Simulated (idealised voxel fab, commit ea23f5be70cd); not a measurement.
Process module under the name voxel ribs on slabs
This is section cut - it's 280 nm across, gridded in 5 nm square cells.
Cross-section layout: square cells on a grid; listed as bands, top to bottom; a band spans one or more cell rows.
Top height, bottom height, nm. Materials left to right, width each, nm. Single material + "all across" = fills band edge to edge. "air" = empty.
Height datum 0, below which the as-received substrate wafer is one material. Lowest band open at the bottom, running downward: "0 nm and below".
The expression "30..40" gives the width at the extremes of the band, the first number at its top row of cells and the second at its bottom row, with the width changing by equal amounts from each row to the next in between.
Step marked "left unchanged"? Then no cell in the cross-section changed in it.
"Unvented internal voids" enumerates empty spaces isolated from the top, with no open way to it, that contain at least 8 cells, giving each as width x height at distance from the left edge, all three in nm.
Whatever follows a step's settings on its line is a remark the simulator itself makes about that step.
"overlay nm" answers the question of how far to the right of plan the mask lay on a step that has a mask, and when it is negative the answer is to the left.
Plan
step 1: RECEIVE: material Si
step 2: DIRECTIONAL_DEP: material SiO2, thk nm 25
step 3: DIRECTIONAL_DEP: material polySi, thk nm 25
step 4: MASKED_ETCH: tone cover, mask id RIB, width nm 25, etch materials polySi, depth nm 10, overlay nm 0
step 5: DIRECTIONAL_DEP: material aC, thk nm 15
step 6: PATTERN: tone cover, mask id SLAB, material resist, width nm 55, thk nm 35, overlay nm 0
step 7: DIRECTIONAL_ETCH: etch materials aC, depth nm 15
step 8: STRIP: etch materials resist
step 9: DIRECTIONAL_ETCH: etch materials polySi, depth nm 15
step 10: STRIP: etch materials aC
step 11: FILL_DEP: material SiO2, thk nm 15
step 12: CMP: height nm 60
step 13: DIRECTIONAL_DEP: material TiN, thk nm 10
step 14: MASKED_ETCH: tone cover, mask id HEATER, width nm 35, etch materials TiN, depth nm 10, overlay nm 0
step 15: CONFORMAL_DEP: material SiN, thk nm 5
First of two wafers - as planned
Cross-section, incoming material, after step 1
	0 nm and below  Si all across
	Unvented internal voids: none
Upon completion of step 2, the wafer appears in cross-section as shown
	25 nm to 0 nm  SiO2 all across
	below 0: unchanged
Upon completion of step 3, the wafer appears in cross-section as shown
	50 nm to 25 nm  polySi all across
	below 25: unchanged
Upon completion of step 4, the wafer appears in cross-section as shown
	50 nm to 40 nm  air 125, polySi 25, air 130
	below 40: unchanged
Upon completion of step 5, the wafer appears in cross-section as shown
	65 nm to 55 nm  air 125, aC 25, air 130
	55 nm to 50 nm  aC all across
	50 nm to 40 nm  aC 125, polySi 25, aC 130
	below 40: unchanged
Upon completion of step 6, the wafer appears in cross-section as shown
	100 nm to 65 nm  air 110, resist 55, air 115
	65 nm to 55 nm  air 110, resist 15, aC 25, resist 15, air 115
	below 55: unchanged
Upon completion of step 7, the wafer appears in cross-section as shown
	85 nm to 65 nm  air 110, resist 55, air 115
	65 nm to 55 nm  air 110, resist 15, aC 25, resist 15, air 115
	55 nm to 50 nm  air 110, aC 55, air 115
	50 nm to 40 nm  air 110, aC 15, polySi 25, aC 15, air 115
	below 40: unchanged
Upon completion of step 8, the wafer appears in cross-section as shown
	65 nm to 55 nm  air 125, aC 25, air 130
	below 55: unchanged
Upon completion of step 9, the wafer appears in cross-section as shown
	65 nm to 55 nm  air 125, aC 25, air 130
	55 nm to 50 nm  air 110, aC 55, air 115
	50 nm to 40 nm  air 110, aC 15, polySi 25, aC 15, air 115
	40 nm to 25 nm  air 110, polySi 55, air 115
	below 25: unchanged
Upon completion of step 10, the wafer appears in cross-section as shown
	50 nm to 40 nm  air 125, polySi 25, air 130
	below 40: unchanged
Upon completion of step 11, the wafer appears in cross-section as shown
	65 nm to 50 nm  SiO2 all across
	50 nm to 40 nm  SiO2 125, polySi 25, SiO2 130
	40 nm to 25 nm  SiO2 110, polySi 55, SiO2 115
	below 25: unchanged
Upon completion of step 12, the wafer appears in cross-section as shown
	60 nm to 50 nm  SiO2 all across
	below 50: unchanged
Upon completion of step 13, the wafer appears in cross-section as shown
	70 nm to 60 nm  TiN all across
	below 60: unchanged
Upon completion of step 14, the wafer appears in cross-section as shown
	70 nm to 60 nm  air 120, TiN 35, air 125
	below 60: unchanged
Upon completion of step 15, the wafer appears in cross-section as shown
	75 nm to 70 nm  air 115, SiN 45, air 120
	70 nm to 65 nm  air 115, SiN 5, TiN 35, SiN 5, air 120
	65 nm to 60 nm  SiN 120, TiN 35, SiN 125
	below 60: unchanged
The Second Wafer: Common Origin and Plan, One Mistake in Execution, Identical to the First Through Step 12
Second wafer, sectioned view, at step 13's planned end time
	65 nm to 60 nm  TiN all across
	below 60: unchanged
Second wafer, sectioned view, at step 14's planned end time
	65 nm to 60 nm  air 120, TiN 35, air 125
	below 60: unchanged
Second wafer, sectioned view, at step 15's planned end time
	70 nm to 65 nm  air 115, SiN 45, air 120
	65 nm to 60 nm  SiN 120, TiN 35, SiN 125
	below 60: unchanged
Misprocessing identified: rather than as planned, step 13 actually ran as DIRECTIONAL_DEP: material TiN, thk nm 5
Counted in cells at the end, the second wafer holds more or fewer of these materials than the first: SiN -2 | TiN -7
